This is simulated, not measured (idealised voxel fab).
Documented hereafter: the process module known as voxel capacitor over wiring.
The figure presents cross-section cut, which has a width of 195 nm and is divided into square cells with an edge length of 5 nm.
Just so we're on the same page, the cross-sections are grids of square cells, and they're listed out in bands top to bottom, each band one or more rows deep.
The band entry comprises the height of the band's top followed by the height of its bottom, expressed in nm, and subsequently the band's materials from left to right, each stated together with its width in nm. Where a single material is marked with the word "throughout", that material fills the band from edge to edge. The word "empty" represents empty space.
Below 0: as-received wafer, all one material; heights counted from there. Lowest band: no bottom, goes on down, written "from 0 down".
A width such as "30->40" changes by the same amount from each row of cells to the next, from the band's top row to its bottom row.
Take "nothing got changed" at face value: in the step it is given for, the cross-section changed in none of its cells.
"Unvented voids" - sealed voids, min. 8 cells, no opening to top; format: width x height at distance (distance from left edge; nm throughout).
Heads up: the bit after the settings on a step's line is the simulator's remark on that step.
"overlay nm" on a masked step: distance the mask lay right of its planned place, negative for left.

Process steps - plan:
| 1 | RECEIVE: material Si |
| 2 | CONFORMAL_DEP: material SiO2, thk nm 15 |
| 3 | DIRECTIONAL_DEP: material TiN, thk nm 5 |
| 4 | DIRECTIONAL_DEP: material W, thk nm 25 |
| 5 | MASKED_ETCH: tone cover, mask id METAL_1, width nm 25, pitch nm 80, etch materials W, depth nm 25, overlay nm 0 |
| 6 | MASKED_ETCH: tone cover, mask id METAL_1, width nm 25, pitch nm 80, etch materials TiN, depth nm 5, overlay nm 0 |
| 7 | FILL_DEP: material SiO2, thk nm 10 |
| 8 | CMP: height nm 45 |
| 9 | CONFORMAL_DEP: material SiCN, thk nm 5 |
| 10 | DIRECTIONAL_DEP: material SiO2, thk nm 20 |
| 11 | PATTERN: tone open, mask id PLUG_1, material resist, width nm 15, thk nm 20, overlay nm 0 |
| 12 | DIRECTIONAL_ETCH: etch materials SiO2, depth nm 20 |
| 13 | DIRECTIONAL_ETCH: etch materials SiCN, depth nm 5 |
| 14 | STRIP: etch materials resist |
| 15 | EPI: material Ru, thk nm 10 |
| 16 | EPI: material Ru, thk nm 10 |
| 17 | EPI: material Ru, thk nm 5 |
| 18 | DIRECTIONAL_DEP: material TiN, thk nm 10 |
| 19 | DIRECTIONAL_DEP: material Al2O3, thk nm 5 |
| 20 | DIRECTIONAL_DEP: material TiN, thk nm 5 |
| 21 | PATTERN: tone cover, mask id UPPER_PLATE, material resist, width nm 60, thk nm 15, overlay nm 0 |
| 22 | DIRECTIONAL_ETCH: etch materials TiN, depth nm 5 |
| 23 | DIRECTIONAL_ETCH: etch materials Al2O3, depth nm 5 |
| 24 | STRIP: etch materials resist |
| 25 | MASKED_ETCH: tone cover, mask id LOWER_PLATE, width nm 70, etch materials TiN, depth nm 10, overlay nm 0 |
| 26 | FILL_DEP: material SiO2, thk nm 15 |
| 27 | CMP: height nm 100 |
| 28 | PATTERN: tone open, mask id PLUG_2, material resist, width nm 15, thk nm 15, overlay nm 0 |
| 29 | DIRECTIONAL_ETCH: etch materials SiO2, depth nm 10 |
| 30 | STRIP: etch materials resist |
| 31 | CONFORMAL_DEP: material TiN, thk nm 5 |
| 32 | FILL_DEP: material Ru, thk nm 10 |
| 33 | CMP: height nm 100 |
| 34 | CONFORMAL_DEP: material SiCN, thk nm 5 |

Step 1 complete: cross-section of the wafer as received:
> from 0 down: Si throughout
> Unvented voids: none

Wafer at module end, in section. Began as above, planned as above, run with one mistake:
> from 105 to 100: SiCN throughout
> from 100 to 95: SiO2=65; TiN=5; Ru=5; TiN=5; SiO2=115
> from 95 to 85: SiO2=65->55; TiN=15->60; SiO2=115->80
> from 85 to 80: SiO2=55; Al2O3=60; SiO2=80
> from 80 to 70: SiO2=50; TiN=70; SiO2=75
> from 70 to 50: SiO2=55; Ru=15; SiO2=125
> from 50 to 45: SiCN=55; Ru=15; SiCN=125
> from 45 to 20: SiO2=40; W=25; SiO2=55; W=25; SiO2=50
> from 20 to 15: SiO2=40; TiN=30; SiO2=50; TiN=30; SiO2=45
> from 15 to 0: SiO2 throughout
> from 0 down: Si throughout
> Unvented voids: none
Error vs. plan: it should be noted that step 5 was executed with settings other than those planned, the operation and settings actually applied being MASKED_ETCH: tone cover, mask id METAL_1, width nm 25, pitch nm 80, etch materials W, depth nm 25, overlay nm -5
